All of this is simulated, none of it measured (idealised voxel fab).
The process module presented herein is designated voxel self aligned vias.
Cross-sectional view cut (width: 270 nm; square cell size: 5 nm).
The cross-sections in this document take the form of a grid made of square cells. They are written out as bands, in order from top to bottom. Each band consists of one or more rows of cells. A band entry consists of two parts. The first gives the height of the band's top and the height of its bottom, in nm. The rest lists the band's materials from left to right, each with its width in nm. A single material labelled with the word "edge to edge" fills the band from edge to edge, and the word "blank" marks empty space. Heights are measured from 0, the level below which the as-received wafer is all one material; the lowest band has no bottom and continues downward, written as in "from 0 down". Width spec "30->40" -> top row of cells at first value, bottom row at second value, equal per-row change in between. Step note "stayed the same" = no cross-section cell changed. The entry "Trapped voids" lists the empty spaces that cover at least 8 cells and have no open path to the top. Each is written as width x height at distance, where the distance is measured from the left edge and all three values are in nm. Where a step's line continues beyond its settings, the continuation is a remark by the simulator itself on that step. overlay nm: on a step with a mask, how far right of its planned place the mask lay; negative means left.
Intended process steps:
step 1: RECEIVE | material Si
step 2: CONFORMAL_DEP | material SiO2 | thk nm 10
step 3: CONFORMAL_DEP | material SiCN | thk nm 5
step 4: DIRECTIONAL_DEP | material lowk | thk nm 20
step 5: MASKED_ETCH | tone open | mask id LINES | width nm 20 | pitch nm 70 | etch materials lowk | depth nm 20 | overlay nm 0
step 6: CONFORMAL_DEP | material TiN | thk nm 5
step 7: FILL_DEP | material Ru | thk nm 10
step 8: CMP | height nm 35
step 9: SELECTIVE_ETCH | etch materials W Ru TiN | depth nm 5
step 10: FILL_DEP | material SiN | thk nm 5
step 11: CMP | height nm 35
step 12: DIRECTIONAL_DEP | material lowk | thk nm 20
step 13: DIRECTIONAL_DEP | material aC | thk nm 15
step 14: PATTERN | tone open | mask id VIAS | material resist | width nm 40 | pitch nm 70 | thk nm 30 | overlay nm 0
step 15: DIRECTIONAL_ETCH | etch materials aC | depth nm 15
step 16: STRIP | etch materials resist
step 17: DIRECTIONAL_ETCH | etch materials lowk | depth nm 20
step 18: DIRECTIONAL_ETCH | etch materials SiN | depth nm 5
step 19: STRIP | etch materials aC
step 20: CONFORMAL_DEP | material TiN | thk nm 5
step 21: FILL_DEP | material Ru | thk nm 10
step 22: CMP | height nm 55
step 23: CONFORMAL_DEP | material SiCN | thk nm 5
The cross-section here shows the wafer as received, i.e. in its state after step 1:
- from 0 down = Si edge to edge
- Trapped voids: none
The plan above was carried out on the starting structure above with one mistake, and this cross-section shows the wafer at the end of the module:
- from 60 to 55 = SiCN edge to edge
- from 55 to 40 = lowk 80  TiN 5  Ru 30  TiN 5  lowk 30  TiN 5  Ru 30  TiN 5  lowk 80
- from 40 to 35 = lowk 80  TiN 15  Ru 10  TiN 15  lowk 30  TiN 15  Ru 10  TiN 15  lowk 80
- from 35 to 30 = lowk 90  TiN 20  lowk 50  TiN 20  lowk 90
- from 30 to 20 = lowk 90  TiN 5  Ru 10  TiN 5  lowk 50  TiN 5  Ru 10  TiN 5  lowk 90
- from 20 to 15 = lowk 90  TiN 20  lowk 50  TiN 20  lowk 90
- from 15 to 5 = SiO2 edge to edge
- from 5 to 0 = SiCN edge to edge
- from 0 down = Si edge to edge
- Trapped voids: none
The plan and the run diverged here: mixed up steps 2 and 3 - ran each in the other's place
